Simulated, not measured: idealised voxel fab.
Title: Process Module voxel wiring stack
Cross-sectional view cut (width: 155 nm; square cell size: 5 nm).
Reading order for cross-sections: top band down to bottom band. Underlying form: a grid of square cells. Band size: one or more rows of cells. Heads up on the band format: heights come first, top then bottom, in nm. After that it's the materials left to right, each with its width in nm. A single material flagged "full width" fills the whole band edge to edge, and "blank" means there's empty space there. Heights are measured from 0, the level below which the as-received wafer is all one material; the lowest band has no bottom and continues downward, written as in "0 and below". With a width like "30..40", each row of cells in the band differs from the next by the same amount, the top row carrying the first number and the bottom row the second. Reading "same as before" for a step: not a cell of the cross-section changed in it. "Encapsulated voids" means: voids of 8 cells or more that are shut off from the top with no open way through. Written width x height at distance, distance from the left edge, in nm. On a step's line, text after the settings is the simulator commenting on that step. "overlay nm" answers the question of how far to the right of plan the mask lay on a step that has a mask, and when it is negative the answer is to the left.

Process steps (planned)
step 1: RECEIVE,material Si
step 2: CONFORMAL_DEP,material SiO2,thk nm 10
step 3: CONFORMAL_DEP,material SiN,thk nm 5
step 4: DIRECTIONAL_DEP,material SiO2,thk nm 15
step 5: MASKED_ETCH,tone open,mask id METAL_1,width nm 30,pitch nm 60,etch materials SiO2,depth nm 15,overlay nm 0
step 6: MASKED_ETCH,tone open,mask id METAL_1,width nm 30,pitch nm 60,etch materials SiN,depth nm 5,overlay nm 0
step 7: CONFORMAL_DEP,material TiN,thk nm 5
step 8: FILL_DEP,material Ru,thk nm 10
step 9: CMP,height nm 30
step 10: CONFORMAL_DEP,material SiCN,thk nm 5
step 11: DIRECTIONAL_DEP,material lowk,thk nm 15
step 12: DIRECTIONAL_DEP,material aC,thk nm 10
step 13: PATTERN,tone open,mask id PLUG_1,material resist,width nm 15,thk nm 30,overlay nm 0
step 14: DIRECTIONAL_ETCH,etch materials aC,depth nm 10
step 15: STRIP,etch materials resist
step 16: DIRECTIONAL_ETCH,etch materials lowk,depth nm 15
step 17: DIRECTIONAL_ETCH,etch materials SiCN,depth nm 5
step 18: STRIP,etch materials aC
step 19: CONFORMAL_DEP,material TiN,thk nm 5
step 20: FILL_DEP,material Cu,thk nm 5
step 21: CMP,height nm 50
step 22: DIRECTIONAL_DEP,material TiN,thk nm 5
step 23: DIRECTIONAL_DEP,material W,thk nm 25
step 24: PATTERN,tone cover,mask id METAL_2,material resist,width nm 30,pitch nm 60,thk nm 20,overlay nm 0
step 25: DIRECTIONAL_ETCH,etch materials W,depth nm 25
step 26: DIRECTIONAL_ETCH,etch materials TiN,depth nm 5
step 27: STRIP,etch materials resist
step 28: FILL_DEP,material lowk,thk nm 10
step 29: CMP,height nm 80
step 30: CONFORMAL_DEP,material SiCN,thk nm 5
step 31: DIRECTIONAL_DEP,material SiO2,thk nm 30
step 32: MASKED_ETCH,tone open,mask id METAL_3_HOLES,width nm 15,etch materials SiO2,depth nm 30,overlay nm 0
step 33: MASKED_ETCH,tone open,mask id METAL_3,width nm 30,pitch nm 60,etch materials SiO2,depth nm 20,overlay nm 0
step 34: MASKED_ETCH,tone open,mask id METAL_3,width nm 30,pitch nm 60,etch materials SiCN,depth nm 5,overlay nm 0
step 35: CONFORMAL_DEP,material TiN,thk nm 5
step 36: FILL_DEP,material Ru,thk nm 10
step 37: CMP,height nm 115
step 38: CONFORMAL_DEP,material SiCN,thk nm 5
step 39: DIRECTIONAL_DEP,material lowk,thk nm 10
step 40: PATTERN,tone open,mask id PLUG_3,material resist,width nm 15,pitch nm 60,thk nm 15,overlay nm 0
step 41: DIRECTIONAL_ETCH,etch materials lowk,depth nm 10
step 42: DIRECTIONAL_ETCH,etch materials SiCN,depth nm 5
step 43: STRIP,etch materials resist
step 44: EPI,material Ru,thk nm 10
step 45: EPI,material Ru,thk nm 5
step 46: CONFORMAL_DEP,material SiCN,thk nm 5
step 47: DIRECTIONAL_DEP,material lowk,thk nm 20
step 48: PATTERN,tone open,mask id METAL_4,material resist,width nm 30,pitch nm 60,thk nm 15,overlay nm 0
step 49: DIRECTIONAL_ETCH,etch materials lowk,depth nm 20
step 50: DIRECTIONAL_ETCH,etch materials SiCN,depth nm 5
step 51: STRIP,etch materials resist
step 52: CONFORMAL_DEP,material TiN,thk nm 5
step 53: FILL_DEP,material Cu,thk nm 5
step 54: CMP,height nm 155
step 55: CONFORMAL_DEP,material SiCN,thk nm 5

Cross-section of the incoming wafer, state after step 1
    0 and below  Si full width
    Encapsulated voids: none

Cross-section at module end, one run error; start and plan unchanged from above
    160 down to 155  SiCN full width
    155 down to 135  lowk 20 nm | TiN 5 nm | Cu 20 nm | TiN 5 nm | lowk 30 nm | TiN 5 nm | Cu 20 nm | TiN 5 nm | lowk 45 nm
    135 down to 130  SiCN 20 nm | TiN 30 nm | SiCN 30 nm | TiN 30 nm | SiCN 45 nm
    130 down to 120  lowk 30 nm | Ru 15 nm | lowk 45 nm | Ru 15 nm | lowk 50 nm
    120 down to 115  SiCN 30 nm | Ru 15 nm | SiCN 45 nm | Ru 15 nm | SiCN 50 nm
    115 down to 100  SiO2 30 nm | TiN 5 nm | Ru 20 nm | TiN 5 nm | SiO2 30 nm | TiN 5 nm | Ru 20 nm | TiN 5 nm | SiO2 35 nm
    100 down to 95  SiO2 30 nm | TiN 5 nm | Ru 5 nm | TiN 20 nm | SiO2 30 nm | TiN 30 nm | SiO2 35 nm
    95 down to 85  SiO2 30 nm | TiN 5 nm | Ru 5 nm | TiN 5 nm | SiO2 110 nm
    85 down to 80  SiCN 30 nm | TiN 15 nm | SiCN 110 nm
    80 down to 55  lowk 30 nm | W 30 nm | lowk 30 nm | W 30 nm | lowk 35 nm
    55 down to 50  lowk 30 nm | TiN 30 nm | lowk 30 nm | TiN 30 nm | lowk 35 nm
    50 down to 35  lowk 30 nm | TiN 5 nm | Cu 5 nm | TiN 5 nm | lowk 110 nm
    35 down to 30  SiCN 30 nm | TiN 15 nm | SiCN 110 nm
    30 down to 15  SiO2 30 nm | TiN 5 nm | Ru 20 nm | TiN 5 nm | SiO2 30 nm | TiN 5 nm | Ru 20 nm | TiN 5 nm | SiO2 35 nm
    15 down to 10  SiN 30 nm | TiN 30 nm | SiN 30 nm | TiN 30 nm | SiN 35 nm
    10 down to 0  SiO2 full width
    0 and below  Si full width
    Encapsulated voids: none
Plan not followed: heads up, step 48 didn't go per plan, it actually ran as PATTERN,tone open,mask id METAL_4,material resist,width nm 30,pitch nm 60,thk nm 15,overlay nm -10
